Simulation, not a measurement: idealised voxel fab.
process module | voxel wiring stack
cross-section cut | 220 nm wide | cells 5 nm
A cross-section is a grid of square cells, given in bands from the top down. A band is one or more rows of cells.
Each band's line starts with the height of the band's top and of its bottom, in nm. Then come its materials from left to right, each with its width in nm. One material with "throughout" fills the band from edge to edge. "air" is empty space.
Height 0 is the level under which the wafer as received is all one material. The lowest band goes on downwards, as in "0 down".
A width such as "30 to 40" changes by the same amount from each row of cells to the next, from the band's top row to its bottom row.
"no change" after a step means that no cell of the cross-section changed.
closed voids: empty space of 8 cells or more with no open way to the top, each as width x height at its distance from the left edge, in nm
after a step's settings: what the simulator itself notes on the step
overlay nm, on a step with a mask: how far to the right of its planned place the mask lay; to the left if negative
plan
1 op RECEIVE | material Si
2 op CONFORMAL_DEP | material SiO2 | thk nm 10
3 op DIRECTIONAL_DEP | material TiN | thk nm 5
4 op DIRECTIONAL_DEP | material Ru | thk nm 15
5 op MASKED_ETCH | tone cover | mask id METAL_1 | width nm 30 | pitch nm 50 | etch materials Ru | depth nm 15 | overlay nm 0
6 op MASKED_ETCH | tone cover | mask id METAL_1 | width nm 30 | pitch nm 50 | etch materials TiN | depth nm 5 | overlay nm 0
7 op FILL_DEP | material lowk | thk nm 5
8 op CMP | height nm 30
9 op CONFORMAL_DEP | material SiCN | thk nm 5
10 op DIRECTIONAL_DEP | material lowk | thk nm 10
11 op MASKED_ETCH | tone open | mask id PLUG_1 | width nm 15 | pitch nm 50 | etch materials lowk | depth nm 10 | overlay nm 0
12 op MASKED_ETCH | tone open | mask id PLUG_1 | width nm 15 | pitch nm 50 | etch materials SiCN | depth nm 5 | overlay nm 0
13 op EPI | material Ru | thk nm 10
14 op EPI | material Ru | thk nm 5
15 op DIRECTIONAL_DEP | material TiN | thk nm 5
16 op DIRECTIONAL_DEP | material Ru | thk nm 20
17 op DIRECTIONAL_DEP | material aC | thk nm 10
18 op PATTERN | tone cover | mask id METAL_2 | material resist | width nm 30 | pitch nm 50 | thk nm 30 | overlay nm 0
19 op DIRECTIONAL_ETCH | etch materials aC | depth nm 10
20 op STRIP | etch materials resist
21 op DIRECTIONAL_ETCH | etch materials Ru | depth nm 20
22 op DIRECTIONAL_ETCH | etch materials TiN | depth nm 5
23 op STRIP | etch materials aC
24 op CONFORMAL_DEP | material SiN | thk nm 5
25 op FILL_DEP | material SiO2 | thk nm 5
26 op CMP | height nm 70
27 op CONFORMAL_DEP | material SiCN | thk nm 5
28 op DIRECTIONAL_DEP | material lowk | thk nm 20
29 op PATTERN | tone open | mask id PLUG_2 | material resist | width nm 15 | pitch nm 50 | thk nm 20 | overlay nm 0
30 op DIRECTIONAL_ETCH | etch materials lowk | depth nm 20
31 op DIRECTIONAL_ETCH | etch materials SiCN | depth nm 5
32 op STRIP | etch materials resist
33 op EPI | material Ru | thk nm 10
34 op EPI | material Ru | thk nm 10
35 op EPI | material Ru | thk nm 5
36 op CONFORMAL_DEP | material SiCN | thk nm 5
37 op DIRECTIONAL_DEP | material lowk | thk nm 25
38 op MASKED_ETCH | tone open | mask id METAL_3 | width nm 30 | pitch nm 50 | etch materials lowk | depth nm 25 | overlay nm 0
39 op MASKED_ETCH | tone open | mask id METAL_3 | width nm 30 | pitch nm 50 | etch materials SiCN | depth nm 5 | overlay nm 0
40 op CONFORMAL_DEP | material TiN | thk nm 5
41 op FILL_DEP | material W | thk nm 5
42 op CMP | height nm 125
43 op EPI | material Ru | thk nm 5
44 op FILL_DEP | material SiCN | thk nm 5
first wafer, as planned
as received, after step 1
  0 down: Si throughout
  closed voids: none
after step 2
  10 to 0: SiO2 throughout
  below 0: unchanged
after step 3
  15 to 10: TiN throughout
  below 10: unchanged
after step 4
  30 to 15: Ru throughout
  below 15: unchanged
after step 5
  30 to 15: air 45 | Ru 30 | air 20 | Ru 30 | air 20 | Ru 30 | air 45
  below 15: unchanged
after step 6
  30 to 15: air 45 | Ru 30 | air 20 | Ru 30 | air 20 | Ru 30 | air 45
  15 to 10: air 45 | TiN 30 | air 20 | TiN 30 | air 20 | TiN 30 | air 45
  below 10: unchanged
after step 7
  35 to 30: lowk throughout
  30 to 15: lowk 45 | Ru 30 | lowk 20 | Ru 30 | lowk 20 | Ru 30 | lowk 45
  15 to 10: lowk 45 | TiN 30 | lowk 20 | TiN 30 | lowk 20 | TiN 30 | lowk 45
  below 10: unchanged
after step 8
  30 to 15: lowk 45 | Ru 30 | lowk 20 | Ru 30 | lowk 20 | Ru 30 | lowk 45
  below 15: unchanged
after step 9
  35 to 30: SiCN throughout
  below 30: unchanged
after step 10
  45 to 35: lowk throughout
  below 35: unchanged
after step 11
  45 to 35: lowk 45 | air 15 | lowk 35 | air 15 | lowk 35 | air 15 | lowk 60
  below 35: unchanged
after step 12
  45 to 35: lowk 45 | air 15 | lowk 35 | air 15 | lowk 35 | air 15 | lowk 60
  35 to 30: SiCN 45 | air 15 | SiCN 35 | air 15 | SiCN 35 | air 15 | SiCN 60
  below 30: unchanged
after step 13
  45 to 40: lowk 45 | air 15 | lowk 35 | air 15 | lowk 35 | air 15 | lowk 60
  40 to 35: lowk 45 | Ru 15 | lowk 35 | Ru 15 | lowk 35 | Ru 15 | lowk 60
  35 to 30: SiCN 45 | Ru 15 | SiCN 35 | Ru 15 | SiCN 35 | Ru 15 | SiCN 60
  below 30: unchanged
after step 14
  45 to 35: lowk 45 | Ru 15 | lowk 35 | Ru 15 | lowk 35 | Ru 15 | lowk 60
  below 35: unchanged
after step 15
  50 to 45: TiN throughout
  below 45: unchanged
after step 16
  70 to 50: Ru throughout
  below 50: unchanged
after step 17
  80 to 70: aC throughout
  below 70: unchanged
after step 18
  110 to 80: air 45 | resist 30 | air 20 | resist 30 | air 20 | resist 30 | air 45
  below 80: unchanged
after step 19
  100 to 80: air 45 | resist 30 | air 20 | resist 30 | air 20 | resist 30 | air 45
  80 to 70: air 45 | aC 30 | air 20 | aC 30 | air 20 | aC 30 | air 45
  below 70: unchanged
after step 20
  80 to 70: air 45 | aC 30 | air 20 | aC 30 | air 20 | aC 30 | air 45
  below 70: unchanged
after step 21
  80 to 70: air 45 | aC 30 | air 20 | aC 30 | air 20 | aC 30 | air 45
  70 to 50: air 45 | Ru 30 | air 20 | Ru 30 | air 20 | Ru 30 | air 45
  below 50: unchanged
after step 22
  80 to 70: air 45 | aC 30 | air 20 | aC 30 | air 20 | aC 30 | air 45
  70 to 50: air 45 | Ru 30 | air 20 | Ru 30 | air 20 | Ru 30 | air 45
  50 to 45: air 45 | TiN 30 | air 20 | TiN 30 | air 20 | TiN 30 | air 45
  below 45: unchanged
after step 23
  70 to 50: air 45 | Ru 30 | air 20 | Ru 30 | air 20 | Ru 30 | air 45
  below 50: unchanged
after step 24
  75 to 70: air 40 | SiN 40 | air 10 | SiN 40 | air 10 | SiN 40 | air 40
  70 to 50: air 40 | SiN 5 | Ru 30 | SiN 5 | air 10 | SiN 5 | Ru 30 | SiN 5 | air 10 | SiN 5 | Ru 30 | SiN 5 | air 40
  50 to 45: SiN 45 | TiN 30 | SiN 20 | TiN 30 | SiN 20 | TiN 30 | SiN 45
  below 45: unchanged
after step 25
  80 to 75: SiO2 throughout
  75 to 70: SiO2 40 | SiN 40 | SiO2 10 | SiN 40 | SiO2 10 | SiN 40 | SiO2 40
  70 to 50: SiO2 40 | SiN 5 | Ru 30 | SiN 5 | SiO2 10 | SiN 5 | Ru 30 | SiN 5 | SiO2 10 | SiN 5 | Ru 30 | SiN 5 | SiO2 40
  below 50: unchanged
after step 26
  70 to 50: SiO2 40 | SiN 5 | Ru 30 | SiN 5 | SiO2 10 | SiN 5 | Ru 30 | SiN 5 | SiO2 10 | SiN 5 | Ru 30 | SiN 5 | SiO2 40
  below 50: unchanged
after step 27
  75 to 70: SiCN throughout
  below 70: unchanged
after step 28
  95 to 75: lowk throughout
  below 75: unchanged
after step 29
  115 to 95: resist 45 | air 15 | resist 35 | air 15 | resist 35 | air 15 | resist 60
  below 95: unchanged
after step 30
  115 to 95: resist 45 | air 15 | resist 35 | air 15 | resist 35 | air 15 | resist 60
  95 to 75: lowk 45 | air 15 | lowk 35 | air 15 | lowk 35 | air 15 | lowk 60
  below 75: unchanged
after step 31
  115 to 95: resist 45 | air 15 | resist 35 | air 15 | resist 35 | air 15 | resist 60
  95 to 75: lowk 45 | air 15 | lowk 35 | air 15 | lowk 35 | air 15 | lowk 60
  75 to 70: SiCN 45 | air 15 | SiCN 35 | air 15 | SiCN 35 | air 15 | SiCN 60
  below 70: unchanged
after step 32
  95 to 75: lowk 45 | air 15 | lowk 35 | air 15 | lowk 35 | air 15 | lowk 60
  below 75: unchanged
after step 33
  95 to 80: lowk 45 | air 15 | lowk 35 | air 15 | lowk 35 | air 15 | lowk 60
  80 to 75: lowk 45 | Ru 15 | lowk 35 | Ru 15 | lowk 35 | Ru 15 | lowk 60
  75 to 70: SiCN 45 | Ru 15 | SiCN 35 | Ru 15 | SiCN 35 | Ru 15 | SiCN 60
  below 70: unchanged
after step 34
  95 to 90: lowk 45 | air 15 | lowk 35 | air 15 | lowk 35 | air 15 | lowk 60
  90 to 75: lowk 45 | Ru 15 | lowk 35 | Ru 15 | lowk 35 | Ru 15 | lowk 60
  below 75: unchanged
after step 35
  95 to 75: lowk 45 | Ru 15 | lowk 35 | Ru 15 | lowk 35 | Ru 15 | lowk 60
  below 75: unchanged
after step 36
  100 to 95: SiCN throughout
  below 95: unchanged
after step 37
  125 to 100: lowk throughout
  below 100: unchanged
after step 38
  125 to 100: lowk 45 | air 30 | lowk 20 | air 30 | lowk 20 | air 30 | lowk 45
  below 100: unchanged
after step 39
  125 to 100: lowk 45 | air 30 | lowk 20 | air 30 | lowk 20 | air 30 | lowk 45
  100 to 95: SiCN 45 | air 30 | SiCN 20 | air 30 | SiCN 20 | air 30 | SiCN 45
  below 95: unchanged
after step 40
  130 to 125: TiN 50 | air 20 | TiN 30 | air 20 | TiN 30 | air 20 | TiN 50
  125 to 100: lowk 45 | TiN 5 | air 20 | TiN 5 | lowk 20 | TiN 5 | air 20 | TiN 5 | lowk 20 | TiN 5 | air 20 | TiN 5 | lowk 45
  100 to 95: SiCN 45 | TiN 30 | SiCN 20 | TiN 30 | SiCN 20 | TiN 30 | SiCN 45
  below 95: unchanged
after step 41
  135 to 130: W throughout
  130 to 125: TiN 50 | W 20 | TiN 30 | W 20 | TiN 30 | W 20 | TiN 50
  125 to 100: lowk 45 | TiN 5 | W 20 | TiN 5 | lowk 20 | TiN 5 | W 20 | TiN 5 | lowk 20 | TiN 5 | W 20 | TiN 5 | lowk 45
  below 100: unchanged
after step 42
  125 to 100: lowk 45 | TiN 5 | W 20 | TiN 5 | lowk 20 | TiN 5 | W 20 | TiN 5 | lowk 20 | TiN 5 | W 20 | TiN 5 | lowk 45
  below 100: unchanged
after step 43
  130 to 125: air 40 | Ru 40 | air 10 | Ru 40 | air 10 | Ru 40 | air 40
  below 125: unchanged
after step 44
  135 to 130: SiCN throughout
  130 to 125: SiCN 40 | Ru 40 | SiCN 10 | Ru 40 | SiCN 10 | Ru 40 | SiCN 40
  below 125: unchanged
second wafer: like start, like plan, one mistake. Through step 9 it matches the first wafer
when step 10 should have ended: no change
when step 11 should have ended: no change
when step 12 should have ended
  35 to 30: SiCN 45 | air 15 | SiCN 35 | air 15 | SiCN 35 | air 15 | SiCN 60
  below 30: unchanged
when step 13 should have ended
  40 to 35: air 40 | Ru 25 | air 25 | Ru 25 | air 25 | Ru 25 | air 55
  35 to 30: SiCN 45 | Ru 15 | SiCN 35 | Ru 15 | SiCN 35 | Ru 15 | SiCN 60
  below 30: unchanged
when step 14 should have ended
  45 to 35: air 35 | Ru 35 | air 15 | Ru 35 | air 15 | Ru 35 | air 50
  below 35: unchanged
when step 15 should have ended
  50 to 45: air 35 | TiN 35 | air 15 | TiN 35 | air 15 | TiN 35 | air 50
  45 to 40: air 35 | Ru 35 | air 15 | Ru 35 | air 15 | Ru 35 | air 50
  40 to 35: TiN 35 | Ru 35 | TiN 15 | Ru 35 | TiN 15 | Ru 35 | TiN 50
  below 35: unchanged
when step 16 should have ended
  70 to 60: air 35 | Ru 35 | air 15 | Ru 35 | air 15 | Ru 35 | air 50
  60 to 50: Ru throughout
  50 to 45: Ru 35 | TiN 35 | Ru 15 | TiN 35 | Ru 15 | TiN 35 | Ru 50
  45 to 40: Ru throughout
  below 40: unchanged
when step 17 should have ended
  80 to 70: air 35 | aC 35 | air 15 | aC 35 | air 15 | aC 35 | air 50
  70 to 60: aC 35 | Ru 35 | aC 15 | Ru 35 | aC 15 | Ru 35 | aC 50
  below 60: unchanged
when step 18 should have ended
  110 to 80: air 45 | resist 30 | air 20 | resist 30 | air 20 | resist 30 | air 45
  80 to 70: air 35 | aC 35 | resist 5 | air 10 | aC 35 | resist 5 | air 10 | aC 35 | resist 5 | air 45
  below 70: unchanged
when step 19 should have ended
  100 to 80: air 45 | resist 30 | air 20 | resist 30 | air 20 | resist 30 | air 45
  80 to 70: air 45 | aC 25 | resist 5 | air 20 | aC 25 | resist 5 | air 20 | aC 25 | resist 5 | air 45
  70 to 60: air 35 | Ru 35 | aC 5 | air 10 | Ru 35 | aC 5 | air 10 | Ru 35 | aC 5 | air 45
  below 60: unchanged
when step 20 should have ended
  80 to 70: air 45 | aC 25 | air 25 | aC 25 | air 25 | aC 25 | air 50
  below 70: unchanged
when step 21 should have ended
  80 to 70: air 45 | aC 25 | air 25 | aC 25 | air 25 | aC 25 | air 50
  70 to 60: air 45 | Ru 25 | aC 5 | air 20 | Ru 25 | aC 5 | air 20 | Ru 25 | aC 5 | air 45
  60 to 50: air 45 | Ru 30 | air 20 | Ru 30 | air 20 | Ru 30 | air 45
  50 to 45: air 35 | TiN 35 | Ru 5 | air 10 | TiN 35 | Ru 5 | air 10 | TiN 35 | Ru 5 | air 45
  45 to 40: air 35 | Ru 40 | air 10 | Ru 40 | air 10 | Ru 40 | air 45
  below 40: unchanged
when step 22 should have ended
  80 to 70: air 45 | aC 25 | air 25 | aC 25 | air 25 | aC 25 | air 50
  70 to 60: air 45 | Ru 25 | aC 5 | air 20 | Ru 25 | aC 5 | air 20 | Ru 25 | aC 5 | air 45
  60 to 50: air 45 | Ru 30 | air 20 | Ru 30 | air 20 | Ru 30 | air 45
  50 to 45: air 45 | TiN 25 | Ru 5 | air 20 | TiN 25 | Ru 5 | air 20 | TiN 25 | Ru 5 | air 45
  45 to 40: air 35 | Ru 40 | air 10 | Ru 40 | air 10 | Ru 40 | air 45
  40 to 35: air 35 | Ru 35 | TiN 5 | air 10 | Ru 35 | TiN 5 | air 10 | Ru 35 | TiN 5 | air 45
  below 35: unchanged
when step 23 should have ended
  70 to 60: air 45 | Ru 25 | air 25 | Ru 25 | air 25 | Ru 25 | air 50
  below 60: unchanged
when step 24 should have ended
  75 to 70: air 40 | SiN 35 | air 15 | SiN 35 | air 15 | SiN 35 | air 45
  70 to 60: air 40 | SiN 5 | Ru 25 | SiN 5 to 10 | air 15 to 10 | SiN 5 | Ru 25 | SiN 5 to 10 | air 15 to 10 | SiN 5 | Ru 25 | SiN 5 to 10 | air 45 to 40
  60 to 50: air 40 | SiN 5 | Ru 30 | SiN 5 | air 10 | SiN 5 | Ru 30 | SiN 5 | air 10 | SiN 5 | Ru 30 | SiN 5 | air 40
  50 to 45: air 30 | SiN 15 | TiN 25 | Ru 5 | SiN 20 | TiN 25 | Ru 5 | SiN 20 | TiN 25 | Ru 5 | SiN 5 | air 40
  45 to 40: air 30 | SiN 5 | Ru 40 | SiN 10 | Ru 40 | SiN 10 | Ru 40 | SiN 5 | air 40
  40 to 35: SiN 35 | Ru 35 | TiN 5 | SiN 10 | Ru 35 | TiN 5 | SiN 10 | Ru 35 | TiN 5 | SiN 45
  below 35: unchanged
when step 25 should have ended
  80 to 75: SiO2 throughout
  75 to 70: SiO2 40 | SiN 35 | SiO2 15 | SiN 35 | SiO2 15 | SiN 35 | SiO2 45
  70 to 60: SiO2 40 | SiN 5 | Ru 25 | SiN 5 to 10 | SiO2 15 to 10 | SiN 5 | Ru 25 | SiN 5 to 10 | SiO2 15 to 10 | SiN 5 | Ru 25 | SiN 5 to 10 | SiO2 45 to 40
  60 to 50: SiO2 40 | SiN 5 | Ru 30 | SiN 5 | SiO2 10 | SiN 5 | Ru 30 | SiN 5 | SiO2 10 | SiN 5 | Ru 30 | SiN 5 | SiO2 40
  50 to 45: SiO2 30 | SiN 15 | TiN 25 | Ru 5 | SiN 20 | TiN 25 | Ru 5 | SiN 20 | TiN 25 | Ru 5 | SiN 5 | SiO2 40
  45 to 40: SiO2 30 | SiN 5 | Ru 40 | SiN 10 | Ru 40 | SiN 10 | Ru 40 | SiN 5 | SiO2 40
  below 40: unchanged
when step 26 should have ended
  70 to 60: SiO2 40 | SiN 5 | Ru 25 | SiN 5 to 10 | SiO2 15 to 10 | SiN 5 | Ru 25 | SiN 5 to 10 | SiO2 15 to 10 | SiN 5 | Ru 25 | SiN 5 to 10 | SiO2 45 to 40
  below 60: unchanged
when step 27 should have ended
  75 to 70: SiCN throughout
  below 70: unchanged
when step 28 should have ended
  95 to 75: lowk throughout
  below 75: unchanged
when step 29 should have ended
  115 to 95: resist 45 | air 15 | resist 35 | air 15 | resist 35 | air 15 | resist 60
  below 95: unchanged
when step 30 should have ended
  115 to 95: resist 45 | air 15 | resist 35 | air 15 | resist 35 | air 15 | resist 60
  95 to 75: lowk 45 | air 15 | lowk 35 | air 15 | lowk 35 | air 15 | lowk 60
  below 75: unchanged
when step 31 should have ended
  115 to 95: resist 45 | air 15 | resist 35 | air 15 | resist 35 | air 15 | resist 60
  95 to 75: lowk 45 | air 15 | lowk 35 | air 15 | lowk 35 | air 15 | lowk 60
  75 to 70: SiCN 45 | air 15 | SiCN 35 | air 15 | SiCN 35 | air 15 | SiCN 60
  below 70: unchanged
when step 32 should have ended
  95 to 75: lowk 45 | air 15 | lowk 35 | air 15 | lowk 35 | air 15 | lowk 60
  below 75: unchanged
when step 33 should have ended
  95 to 80: lowk 45 | air 15 | lowk 35 | air 15 | lowk 35 | air 15 | lowk 60
  80 to 75: lowk 45 | Ru 15 | lowk 35 | Ru 15 | lowk 35 | Ru 15 | lowk 60
  75 to 70: SiCN 45 | Ru 15 | SiCN 35 | Ru 15 | SiCN 35 | Ru 15 | SiCN 60
  below 70: unchanged
when step 34 should have ended
  95 to 90: lowk 45 | air 15 | lowk 35 | air 15 | lowk 35 | air 15 | lowk 60
  90 to 75: lowk 45 | Ru 15 | lowk 35 | Ru 15 | lowk 35 | Ru 15 | lowk 60
  below 75: unchanged
when step 35 should have ended
  95 to 75: lowk 45 | Ru 15 | lowk 35 | Ru 15 | lowk 35 | Ru 15 | lowk 60
  below 75: unchanged
when step 36 should have ended
  100 to 95: SiCN throughout
  below 95: unchanged
when step 37 should have ended
  125 to 100: lowk throughout
  below 100: unchanged
when step 38 should have ended
  125 to 100: lowk 45 | air 30 | lowk 20 | air 30 | lowk 20 | air 30 | lowk 45
  below 100: unchanged
when step 39 should have ended
  125 to 100: lowk 45 | air 30 | lowk 20 | air 30 | lowk 20 | air 30 | lowk 45
  100 to 95: SiCN 45 | air 30 | SiCN 20 | air 30 | SiCN 20 | air 30 | SiCN 45
  below 95: unchanged
when step 40 should have ended
  130 to 125: TiN 50 | air 20 | TiN 30 | air 20 | TiN 30 | air 20 | TiN 50
  125 to 100: lowk 45 | TiN 5 | air 20 | TiN 5 | lowk 20 | TiN 5 | air 20 | TiN 5 | lowk 20 | TiN 5 | air 20 | TiN 5 | lowk 45
  100 to 95: SiCN 45 | TiN 30 | SiCN 20 | TiN 30 | SiCN 20 | TiN 30 | SiCN 45
  below 95: unchanged
when step 41 should have ended
  135 to 130: W throughout
  130 to 125: TiN 50 | W 20 | TiN 30 | W 20 | TiN 30 | W 20 | TiN 50
  125 to 100: lowk 45 | TiN 5 | W 20 | TiN 5 | lowk 20 | TiN 5 | W 20 | TiN 5 | lowk 20 | TiN 5 | W 20 | TiN 5 | lowk 45
  below 100: unchanged
when step 42 should have ended
  125 to 100: lowk 45 | TiN 5 | W 20 | TiN 5 | lowk 20 | TiN 5 | W 20 | TiN 5 | lowk 20 | TiN 5 | W 20 | TiN 5 | lowk 45
  below 100: unchanged
when step 43 should have ended
  130 to 125: air 40 | Ru 40 | air 10 | Ru 40 | air 10 | Ru 40 | air 40
  below 125: unchanged
when step 44 should have ended
  135 to 130: SiCN throughout
  130 to 125: SiCN 40 | Ru 40 | SiCN 10 | Ru 40 | SiCN 10 | Ru 40 | SiCN 40
  below 125: unchanged
what went wrong: step 10 was left out
at the end the second wafer has, in cells: 24 more of Ru | 15 more of SiN | 31 more of SiO2 | 70 fewer of lowk
